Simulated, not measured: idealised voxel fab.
Process module in this document: voxel capacitor over wiring
The cross-section on display is named cut; it measures 180 nm wide, and its cells are 5 nm squares.
Cross-section layout: square cells on a grid; listed as bands, top to bottom; a band spans one or more cell rows.
Top, bottom (nm), then materials left to right with widths (nm); lone material tagged "edge to edge" fills the whole band edge to edge; "blank" = empty space.
Measure heights from 0. That's the level where, below it, the as-received wafer is all one material. The lowest band is bottomless and extends downward; write it as in "0 down".
Top row gets the first number, bottom row gets the second, and each row in between changes by the same step: that is how a band width like "30->40" works.
Step note "nothing altered" = no cross-section cell changed.
Under "Cavities, sealed" you'll find the enclosed gaps, the ones with no way out to the top, that are 8 cells or bigger; each reads width x height at distance, with distance counted from the left edge, everything in nm.
Past the settings on a step's line: simulator remark, on that step.
"overlay nm" answers the question of how far to the right of plan the mask lay on a step that has a mask, and when it is negative the answer is to the left.

**The process steps that were planned are listed below**
1 RECEIVE: material Si
2 CONFORMAL_DEP: material SiO2, thk nm 15
3 CONFORMAL_DEP: material SiN, thk nm 5
4 DIRECTIONAL_DEP: material lowk, thk nm 15
5 PATTERN: tone open, mask id METAL_1, material resist, width nm 30, pitch nm 85, thk nm 20, overlay nm 0
6 DIRECTIONAL_ETCH: etch materials lowk, depth nm 15
7 DIRECTIONAL_ETCH: etch materials SiN, depth nm 5
8 STRIP: etch materials resist
9 CONFORMAL_DEP: material TiN, thk nm 5
10 FILL_DEP: material Ru, thk nm 10
11 CMP: height nm 35
12 CONFORMAL_DEP: material SiCN, thk nm 5
13 DIRECTIONAL_DEP: material lowk, thk nm 15
14 DIRECTIONAL_DEP: material aC, thk nm 10
15 PATTERN: tone open, mask id PLUG_1, material resist, width nm 15, thk nm 25, overlay nm 0
16 DIRECTIONAL_ETCH: etch materials aC, depth nm 10
17 STRIP: etch materials resist
18 DIRECTIONAL_ETCH: etch materials lowk, depth nm 15
19 DIRECTIONAL_ETCH: etch materials SiCN, depth nm 5
20 STRIP: etch materials aC
21 CONFORMAL_DEP: material TiN, thk nm 5
22 FILL_DEP: material W, thk nm 10
23 CMP: height nm 55
24 DIRECTIONAL_DEP: material TiN, thk nm 5
25 DIRECTIONAL_DEP: material Al2O3, thk nm 5
26 DIRECTIONAL_DEP: material TiN, thk nm 10
27 PATTERN: tone cover, mask id UPPER_PLATE, material resist, width nm 60, thk nm 15, overlay nm 0
28 DIRECTIONAL_ETCH: etch materials TiN, depth nm 10
29 DIRECTIONAL_ETCH: etch materials Al2O3, depth nm 5
30 STRIP: etch materials resist
31 MASKED_ETCH: tone cover, mask id LOWER_PLATE, width nm 70, etch materials TiN, depth nm 5, overlay nm 0
32 FILL_DEP: material SiO2, thk nm 20
33 CMP: height nm 90
34 MASKED_ETCH: tone open, mask id PLUG_2, width nm 15, etch materials SiO2, depth nm 15, overlay nm 0
35 CONFORMAL_DEP: material TiN, thk nm 5
36 FILL_DEP: material W, thk nm 10
37 CMP: height nm 90
38 CONFORMAL_DEP: material SiN, thk nm 5

**Wafer cross-section on receipt, i.e. after step 1**
- 0 down = Si edge to edge
- Cavities, sealed: none

**The first of two wafers, cross-sectioned at the end of the module, with the run proceeding as planned**
- 95 to 90 = SiN edge to edge
- 90 to 80 = 55 SiO2 / 5 TiN / 5 W / 5 TiN / 110 SiO2
- 80 to 75 = 55 SiO2 / 15 TiN / 110 SiO2
- 75 to 65 = 45 SiO2 / 60 TiN / 75 SiO2
- 65 to 60 = 45 SiO2 / 60 Al2O3 / 75 SiO2
- 60 to 55 = 40 SiO2 / 70 TiN / 70 SiO2
- 55 to 40 = 45 lowk / 5 TiN / 5 W / 5 TiN / 120 lowk
- 40 to 35 = 45 SiCN / 15 TiN / 120 SiCN
- 35 to 20 = 30 lowk / 5 TiN / 20 Ru / 5 TiN / 55 lowk / 5 TiN / 20 Ru / 5 TiN / 35 lowk
- 20 to 15 = 30 SiN / 30 TiN / 55 SiN / 30 TiN / 35 SiN
- 15 to 0 = SiO2 edge to edge
- 0 down = Si edge to edge
- Cavities, sealed: none

**Presented here is a cross-section of the second of the two wafers as it stood at the end of the module. It was started in the same manner and assigned the same plan as the first wafer; however, one mistake was made in its execution**
- 95 to 90 = SiN edge to edge
- 90 to 80 = 55 SiO2 / 5 TiN / 5 W / 5 TiN / 110 SiO2
- 80 to 75 = 55 SiO2 / 15 TiN / 110 SiO2
- 75 to 70 = 45 SiO2 / 60 Al2O3 / 75 SiO2
- 70 to 65 = 40 SiO2 / 70 TiN / 70 SiO2
- 65 to 55 = TiN edge to edge
- 55 to 40 = 45 lowk / 5 TiN / 5 W / 5 TiN / 120 lowk
- 40 to 35 = 45 SiCN / 15 TiN / 120 SiCN
- 35 to 20 = 30 lowk / 5 TiN / 20 Ru / 5 TiN / 55 lowk / 5 TiN / 20 Ru / 5 TiN / 35 lowk
- 20 to 15 = 30 SiN / 30 TiN / 55 SiN / 30 TiN / 35 SiN
- 15 to 0 = SiO2 edge to edge
- 0 down = Si edge to edge
- Cavities, sealed: none
The mistake made against the process plan was this: swap of plan steps 25 and 26 during execution
Final comparison by cell count, materials where the second wafer has more or fewer than the first: SiO2 -48 | TiN +48
